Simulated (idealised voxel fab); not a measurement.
A process module follows: voxel self aligned vias.
Square cells of 5 nm make up the cross-section cut, whose width is 270 nm.
Cross-section = grid of square cells, listed top down in bands; band = one or more rows. Heads up on the band format: heights come first, top then bottom, in nm. After that it's the materials left to right, each with its width in nm. A single material flagged "throughout" fills the whole band edge to edge, and "blank" means there's empty space there. Measure heights from 0. That's the level where, below it, the as-received wafer is all one material. The lowest band is bottomless and extends downward; write it as in "0 -> down". You'd read "30->40" like this: the band's top row of cells is as wide as the first number, its bottom row is as wide as the second, and going down, every row changes width by the same amount as the row before did. No cell of the cross-section changed in a step that is given as "no change". Voids not open to the top, 8 cells minimum: see "Closed void list". Written width x height at distance; distance is from the left edge; nm. Past the settings on a step's line: simulator remark, on that step. overlay nm: where the mask lay relative to plan, measured to the right, on steps with a mask; negatives go left.

This section lists the process steps that were planned:
1. RECEIVE with material Si
2. CONFORMAL_DEP with material SiO2, thk nm 10
3. CONFORMAL_DEP with material SiCN, thk nm 5
4. DIRECTIONAL_DEP with material SiO2, thk nm 20
5. MASKED_ETCH with tone open, mask id LINES, width nm 30, pitch nm 60, etch materials SiO2, depth nm 20, overlay nm 0
6. CONFORMAL_DEP with material TiN, thk nm 5
7. FILL_DEP with material Ru, thk nm 10
8. CMP with height nm 35
9. SELECTIVE_ETCH with etch materials W Ru TiN, depth nm 10
10. FILL_DEP with material SiN, thk nm 10
11. CMP with height nm 35
12. DIRECTIONAL_DEP with material SiO2, thk nm 15
13. MASKED_ETCH with tone open, mask id VIAS, width nm 40, etch materials SiO2, depth nm 15, overlay nm 0
14. MASKED_ETCH with tone open, mask id VIAS, width nm 40, etch materials SiN, depth nm 10, overlay nm 0
15. CONFORMAL_DEP with material TiN, thk nm 5
16. FILL_DEP with material Ru, thk nm 10
17. CMP with height nm 50
18. CONFORMAL_DEP with material SiN, thk nm 5

On the first of the two wafers: run conducted according to plan:

As received (post step 1): cross-section:
	0 -> down | Si throughout
	Closed void list: none

The following cross-section depicts the wafer upon completion of step 2:
	10 -> 0 | SiO2 throughout
	Below a height of 0, the structure has not been altered.

The following cross-section depicts the wafer upon completion of step 3:
	15 -> 10 | SiCN throughout
	Below a height of 10, the structure has not been altered.

The following cross-section depicts the wafer upon completion of step 4:
	35 -> 15 | SiO2 throughout
	Below a height of 15, the structure has not been altered.

The following cross-section depicts the wafer upon completion of step 5:
	35 -> 15 | 90 SiO2  30 blank  30 SiO2  30 blank  90 SiO2
	Below a height of 15, the structure has not been altered.

The following cross-section depicts the wafer upon completion of step 6:
	40 -> 35 | 95 TiN  20 blank  40 TiN  20 blank  95 TiN
	35 -> 20 | 90 SiO2  5 TiN  20 blank  5 TiN  30 SiO2  5 TiN  20 blank  5 TiN  90 SiO2
	20 -> 15 | 90 SiO2  30 TiN  30 SiO2  30 TiN  90 SiO2
	Below a height of 15, the structure has not been altered.

The following cross-section depicts the wafer upon completion of step 7:
	50 -> 40 | Ru throughout
	40 -> 35 | 95 TiN  20 Ru  40 TiN  20 Ru  95 TiN
	35 -> 20 | 90 SiO2  5 TiN  20 Ru  5 TiN  30 SiO2  5 TiN  20 Ru  5 TiN  90 SiO2
	Below a height of 20, the structure has not been altered.

The following cross-section depicts the wafer upon completion of step 8:
	35 -> 20 | 90 SiO2  5 TiN  20 Ru  5 TiN  30 SiO2  5 TiN  20 Ru  5 TiN  90 SiO2
	Below a height of 20, the structure has not been altered.

The following cross-section depicts the wafer upon completion of step 9:
	35 -> 25 | 90 SiO2  30 blank  30 SiO2  30 blank  90 SiO2
	Below a height of 25, the structure has not been altered.

The following cross-section depicts the wafer upon completion of step 10:
	45 -> 35 | SiN throughout
	35 -> 25 | 90 SiO2  30 SiN  30 SiO2  30 SiN  90 SiO2
	Below a height of 25, the structure has not been altered.

The following cross-section depicts the wafer upon completion of step 11:
	35 -> 25 | 90 SiO2  30 SiN  30 SiO2  30 SiN  90 SiO2
	Below a height of 25, the structure has not been altered.

The following cross-section depicts the wafer upon completion of step 12:
	50 -> 35 | SiO2 throughout
	Below a height of 35, the structure has not been altered.

The following cross-section depicts the wafer upon completion of step 13:
	50 -> 35 | 85 SiO2  40 blank  145 SiO2
	Below a height of 35, the structure has not been altered.

The following cross-section depicts the wafer upon completion of step 14:
	50 -> 35 | 85 SiO2  40 blank  145 SiO2
	35 -> 25 | 90 SiO2  30 blank  30 SiO2  30 SiN  90 SiO2
	Below a height of 25, the structure has not been altered.

The following cross-section depicts the wafer upon completion of step 15:
	55 -> 50 | 90 TiN  30 blank  150 TiN
	50 -> 40 | 85 SiO2  5 TiN  30 blank  5 TiN  145 SiO2
	40 -> 35 | 85 SiO2  10 TiN  20 blank  10 TiN  145 SiO2
	35 -> 30 | 90 SiO2  5 TiN  20 blank  5 TiN  30 SiO2  30 SiN  90 SiO2
	30 -> 25 | 90 SiO2  30 TiN  30 SiO2  30 SiN  90 SiO2
	Below a height of 25, the structure has not been altered.

The following cross-section depicts the wafer upon completion of step 16:
	65 -> 55 | Ru throughout
	55 -> 50 | 90 TiN  30 Ru  150 TiN
	50 -> 40 | 85 SiO2  5 TiN  30 Ru  5 TiN  145 SiO2
	40 -> 35 | 85 SiO2  10 TiN  20 Ru  10 TiN  145 SiO2
	35 -> 30 | 90 SiO2  5 TiN  20 Ru  5 TiN  30 SiO2  30 SiN  90 SiO2
	Below a height of 30, the structure has not been altered.

The following cross-section depicts the wafer upon completion of step 17:
	50 -> 40 | 85 SiO2  5 TiN  30 Ru  5 TiN  145 SiO2
	Below a height of 40, the structure has not been altered.

The following cross-section depicts the wafer upon completion of step 18:
	55 -> 50 | SiN throughout
	Below a height of 50, the structure has not been altered.

Regarding the second of the two wafers: it shared the first wafer's starting condition and process plan, yet one error occurred during its execution. Its history coincides with that of the first wafer up to and including step 2:

Look at the second wafer in cross-section at the time step 3 ought to have finished:
	30 -> 0 | SiO2 throughout
	Below a height of 0, the structure has not been altered.

Look at the second wafer in cross-section at the time step 4 ought to have finished:
	35 -> 30 | SiCN throughout
	Below a height of 30, the structure has not been altered.

Look at the second wafer in cross-section at the time step 5 ought to have finished: no change

Look at the second wafer in cross-section at the time step 6 ought to have finished:
	40 -> 35 | TiN throughout
	Below a height of 35, the structure has not been altered.

Look at the second wafer in cross-section at the time step 7 ought to have finished:
	50 -> 40 | Ru throughout
	Below a height of 40, the structure has not been altered.

Look at the second wafer in cross-section at the time step 8 ought to have finished:
	35 -> 30 | SiCN throughout
	Below a height of 30, the structure has not been altered.

Look at the second wafer in cross-section at the time step 9 ought to have finished: no change

Look at the second wafer in cross-section at the time step 10 ought to have finished:
	45 -> 35 | SiN throughout
	Below a height of 35, the structure has not been altered.

Look at the second wafer in cross-section at the time step 11 ought to have finished:
	35 -> 30 | SiCN throughout
	Below a height of 30, the structure has not been altered.

Look at the second wafer in cross-section at the time step 12 ought to have finished:
	50 -> 35 | SiO2 throughout
	Below a height of 35, the structure has not been altered.

Look at the second wafer in cross-section at the time step 13 ought to have finished:
	50 -> 35 | 85 SiO2  40 blank  145 SiO2
	Below a height of 35, the structure has not been altered.

Look at the second wafer in cross-section at the time step 14 ought to have finished: no change

Look at the second wafer in cross-section at the time step 15 ought to have finished:
	55 -> 50 | 90 TiN  30 blank  150 TiN
	50 -> 40 | 85 SiO2  5 TiN  30 blank  5 TiN  145 SiO2
	40 -> 35 | 85 SiO2  40 TiN  145 SiO2
	Below a height of 35, the structure has not been altered.

Look at the second wafer in cross-section at the time step 16 ought to have finished:
	65 -> 55 | Ru throughout
	55 -> 50 | 90 TiN  30 Ru  150 TiN
	50 -> 40 | 85 SiO2  5 TiN  30 Ru  5 TiN  145 SiO2
	Below a height of 40, the structure has not been altered.

Look at the second wafer in cross-section at the time step 17 ought to have finished:
	50 -> 40 | 85 SiO2  5 TiN  30 Ru  5 TiN  145 SiO2
	Below a height of 40, the structure has not been altered.

Look at the second wafer in cross-section at the time step 18 ought to have finished:
	55 -> 50 | SiN throughout
	Below a height of 50, the structure has not been altered.
It is concluded that the wafer was processed incorrectly with respect to the plan, in that ran 3 and 4 in swapped order versus the plan
Per the end-of-run cell counts, the second wafer holds more or fewer of some materials than the first: Ru -16; SiN -12; SiO2 +48; TiN -20
